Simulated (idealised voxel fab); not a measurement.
The document below concerns the process module designated voxel self aligned contacts.
For reference, the cross-section in this document is cut, with width 255 nm and square cells of 5 nm.
Cross-section format: a grid of square cells, given as bands from top to bottom; each band is one or more rows of cells.
A band entry consists of two parts. The first gives the height of the band's top and the height of its bottom, in nm. The rest lists the band's materials from left to right, each with its width in nm. A single material labelled with the word "all across" fills the band from edge to edge, and the word "blank" marks empty space.
A quick word on heights: they are counted from 0, and under that level the wafer as it came to us is one material throughout. The lowest band is different from the rest in having no bottom; it simply continues downward, written as in "0 nm and below".
Width spec "30 to 40" -> top row of cells at first value, bottom row at second value, equal per-row change in between.
Where the words "no change" appear for a step, the cross-section shows no cell changed by that step; every cell remained as before.
Closed-off voids of 8+ cells (no open route to the top) go in "Catalogued sealed voids", written width x height at distance from the left edge, in nm.
It should be noted that, on the line of a given step, the content following the step's settings is a remark produced by the simulator itself with respect to that step.
overlay nm: on a step with a mask, how far right of its planned place the mask lay; negative means left.
Process steps - plan
1. RECEIVE with material Si
2. OXIDIZE with depth nm 5
3. DIRECTIONAL_DEP with material polySi, thk nm 20
4. DIRECTIONAL_DEP with material SiN, thk nm 25
5. DIRECTIONAL_DEP with material aC, thk nm 10
6. PATTERN with tone cover, mask id GATE, material resist, width nm 30, pitch nm 65, thk nm 25, overlay nm 0
7. DIRECTIONAL_ETCH with etch materials aC, depth nm 10
8. STRIP with etch materials resist
9. DIRECTIONAL_ETCH with etch materials SiN, depth nm 25
10. DIRECTIONAL_ETCH with etch materials polySi, depth nm 20
11. STRIP with etch materials aC
12. CONFORMAL_DEP with material SiN, thk nm 10
13. DIRECTIONAL_ETCH with etch materials SiN, depth nm 10
14. FILL_DEP with material SiO2, thk nm 10
15. CMP with height nm 50
16. MASKED_ETCH with tone open, mask id CONTACT, width nm 45, etch materials SiO2, depth nm 55, overlay nm 0
17. CONFORMAL_DEP with material TiN, thk nm 5
18. FILL_DEP with material Ru, thk nm 5
19. CMP with height nm 50
20. CONFORMAL_DEP with material SiCN, thk nm 5
The first wafer of two, processed as planned
Incoming wafer, cross-sectional view, post step 1
    0 nm and below | Si all across
    Catalogued sealed voids: none
The wafer in cross-section once step 2 is complete
    0 nm to -5 nm | SiO2 all across
    Whatever lies below -5 is exactly as it was before.
The wafer in cross-section once step 3 is complete
    20 nm to 0 nm | polySi all across
    Whatever lies below 0 is exactly as it was before.
The wafer in cross-section once step 4 is complete
    45 nm to 20 nm | SiN all across
    Whatever lies below 20 is exactly as it was before.
The wafer in cross-section once step 5 is complete
    55 nm to 45 nm | aC all across
    Whatever lies below 45 is exactly as it was before.
The wafer in cross-section once step 6 is complete
    80 nm to 55 nm | blank (80), resist (30), blank (35), resist (30), blank (80)
    Whatever lies below 55 is exactly as it was before.
The wafer in cross-section once step 7 is complete
    70 nm to 55 nm | blank (80), resist (30), blank (35), resist (30), blank (80)
    55 nm to 45 nm | blank (80), aC (30), blank (35), aC (30), blank (80)
    Whatever lies below 45 is exactly as it was before.
The wafer in cross-section once step 8 is complete
    55 nm to 45 nm | blank (80), aC (30), blank (35), aC (30), blank (80)
    Whatever lies below 45 is exactly as it was before.
The wafer in cross-section once step 9 is complete
    55 nm to 45 nm | blank (80), aC (30), blank (35), aC (30), blank (80)
    45 nm to 20 nm | blank (80), SiN (30), blank (35), SiN (30), blank (80)
    Whatever lies below 20 is exactly as it was before.
The wafer in cross-section once step 10 is complete
    55 nm to 45 nm | blank (80), aC (30), blank (35), aC (30), blank (80)
    45 nm to 20 nm | blank (80), SiN (30), blank (35), SiN (30), blank (80)
    20 nm to 0 nm | blank (80), polySi (30), blank (35), polySi (30), blank (80)
    Whatever lies below 0 is exactly as it was before.
The wafer in cross-section once step 11 is complete
    45 nm to 20 nm | blank (80), SiN (30), blank (35), SiN (30), blank (80)
    Whatever lies below 20 is exactly as it was before.
The wafer in cross-section once step 12 is complete
    55 nm to 20 nm | blank (70), SiN (50), blank (15), SiN (50), blank (70)
    20 nm to 10 nm | blank (70), SiN (10), polySi (30), SiN (10), blank (15), SiN (10), polySi (30), SiN (10), blank (70)
    10 nm to 0 nm | SiN (80), polySi (30), SiN (35), polySi (30), SiN (80)
    Whatever lies below 0 is exactly as it was before.
The wafer in cross-section once step 13 is complete
    45 nm to 20 nm | blank (70), SiN (50), blank (15), SiN (50), blank (70)
    20 nm to 0 nm | blank (70), SiN (10), polySi (30), SiN (10), blank (15), SiN (10), polySi (30), SiN (10), blank (70)
    Whatever lies below 0 is exactly as it was before.
The wafer in cross-section once step 14 is complete
    55 nm to 45 nm | SiO2 all across
    45 nm to 20 nm | SiO2 (70), SiN (50), SiO2 (15), SiN (50), SiO2 (70)
    20 nm to 0 nm | SiO2 (70), SiN (10), polySi (30), SiN (10), SiO2 (15), SiN (10), polySi (30), SiN (10), SiO2 (70)
    Whatever lies below 0 is exactly as it was before.
The wafer in cross-section once step 15 is complete
    50 nm to 45 nm | SiO2 all across
    Whatever lies below 45 is exactly as it was before.
The wafer in cross-section once step 16 is complete
    50 nm to 45 nm | SiO2 (105), blank (45), SiO2 (105)
    45 nm to 20 nm | SiO2 (70), SiN (50), blank (15), SiN (50), SiO2 (70)
    20 nm to 0 nm | SiO2 (70), SiN (10), polySi (30), SiN (10), blank (15), SiN (10), polySi (30), SiN (10), SiO2 (70)
    0 nm to -5 nm | SiO2 (120), blank (15), SiO2 (120)
    Whatever lies below -5 is exactly as it was before.
The wafer in cross-section once step 17 is complete
    55 nm to 50 nm | TiN (110), blank (35), TiN (110)
    50 nm to 45 nm | SiO2 (105), TiN (20), blank (5), TiN (20), SiO2 (105)
    45 nm to 20 nm | SiO2 (70), SiN (50), TiN (5), blank (5), TiN (5), SiN (50), SiO2 (70)
    20 nm to 0 nm | SiO2 (70), SiN (10), polySi (30), SiN (10), TiN (5), blank (5), TiN (5), SiN (10), polySi (30), SiN (10), SiO2 (70)
    0 nm to -5 nm | SiO2 (120), TiN (15), SiO2 (120)
    Whatever lies below -5 is exactly as it was before.
The wafer in cross-section once step 18 is complete
    60 nm to 55 nm | Ru all across
    55 nm to 50 nm | TiN (110), Ru (35), TiN (110)
    50 nm to 45 nm | SiO2 (105), TiN (20), Ru (5), TiN (20), SiO2 (105)
    45 nm to 20 nm | SiO2 (70), SiN (50), TiN (5), Ru (5), TiN (5), SiN (50), SiO2 (70)
    20 nm to 0 nm | SiO2 (70), SiN (10), polySi (30), SiN (10), TiN (5), Ru (5), TiN (5), SiN (10), polySi (30), SiN (10), SiO2 (70)
    Whatever lies below 0 is exactly as it was before.
The wafer in cross-section once step 19 is complete
    50 nm to 45 nm | SiO2 (105), TiN (20), Ru (5), TiN (20), SiO2 (105)
    Whatever lies below 45 is exactly as it was before.
The wafer in cross-section once step 20 is complete
    55 nm to 50 nm | SiCN all across
    Whatever lies below 50 is exactly as it was before.
Wafer two of two - same starting point, same process plan, one mistake in execution; matches wafer one up to and including step 12
Second wafer, cross-section, planned end of step 13
    50 nm to 20 nm | blank (70), SiN (50), blank (15), SiN (50), blank (70)
    20 nm to 5 nm | blank (70), SiN (10), polySi (30), SiN (10), blank (15), SiN (10), polySi (30), SiN (10), blank (70)
    Whatever lies below 5 is exactly as it was before.
Second wafer, cross-section, planned end of step 14
    60 nm to 50 nm | SiO2 all across
    50 nm to 20 nm | SiO2 (70), SiN (50), SiO2 (15), SiN (50), SiO2 (70)
    20 nm to 5 nm | SiO2 (70), SiN (10), polySi (30), SiN (10), SiO2 (15), SiN (10), polySi (30), SiN (10), SiO2 (70)
    Whatever lies below 5 is exactly as it was before.
Second wafer, cross-section, planned end of step 15
    50 nm to 20 nm | SiO2 (70), SiN (50), SiO2 (15), SiN (50), SiO2 (70)
    Whatever lies below 20 is exactly as it was before.
Second wafer, cross-section, planned end of step 16
    50 nm to 20 nm | SiO2 (70), SiN (50), blank (15), SiN (50), SiO2 (70)
    20 nm to 5 nm | SiO2 (70), SiN (10), polySi (30), SiN (10), blank (15), SiN (10), polySi (30), SiN (10), SiO2 (70)
    Whatever lies below 5 is exactly as it was before.
Second wafer, cross-section, planned end of step 17
    55 nm to 50 nm | TiN (125), blank (5), TiN (125)
    50 nm to 20 nm | SiO2 (70), SiN (50), TiN (5), blank (5), TiN (5), SiN (50), SiO2 (70)
    20 nm to 10 nm | SiO2 (70), SiN (10), polySi (30), SiN (10), TiN (5), blank (5), TiN (5), SiN (10), polySi (30), SiN (10), SiO2 (70)
    10 nm to 5 nm | SiO2 (70), SiN (10), polySi (30), SiN (10), TiN (15), SiN (10), polySi (30), SiN (10), SiO2 (70)
    Whatever lies below 5 is exactly as it was before.
Second wafer, cross-section, planned end of step 18
    60 nm to 55 nm | Ru all across
    55 nm to 50 nm | TiN (125), Ru (5), TiN (125)
    50 nm to 20 nm | SiO2 (70), SiN (50), TiN (5), Ru (5), TiN (5), SiN (50), SiO2 (70)
    20 nm to 10 nm | SiO2 (70), SiN (10), polySi (30), SiN (10), TiN (5), Ru (5), TiN (5), SiN (10), polySi (30), SiN (10), SiO2 (70)
    Whatever lies below 10 is exactly as it was before.
Second wafer, cross-section, planned end of step 19
    50 nm to 20 nm | SiO2 (70), SiN (50), TiN (5), Ru (5), TiN (5), SiN (50), SiO2 (70)
    Whatever lies below 20 is exactly as it was before.
Second wafer, cross-section, planned end of step 20
    55 nm to 50 nm | SiCN all across
    Whatever lies below 50 is exactly as it was before.
what went wrong: step 13 did not happen as planned, as run it was DIRECTIONAL_ETCH with etch materials SiN, depth nm 5
Cell-count delta at end, second wafer over first, by material: 2 fewer of Ru | 51 more of SiN | 39 fewer of SiO2 | 10 fewer of TiN
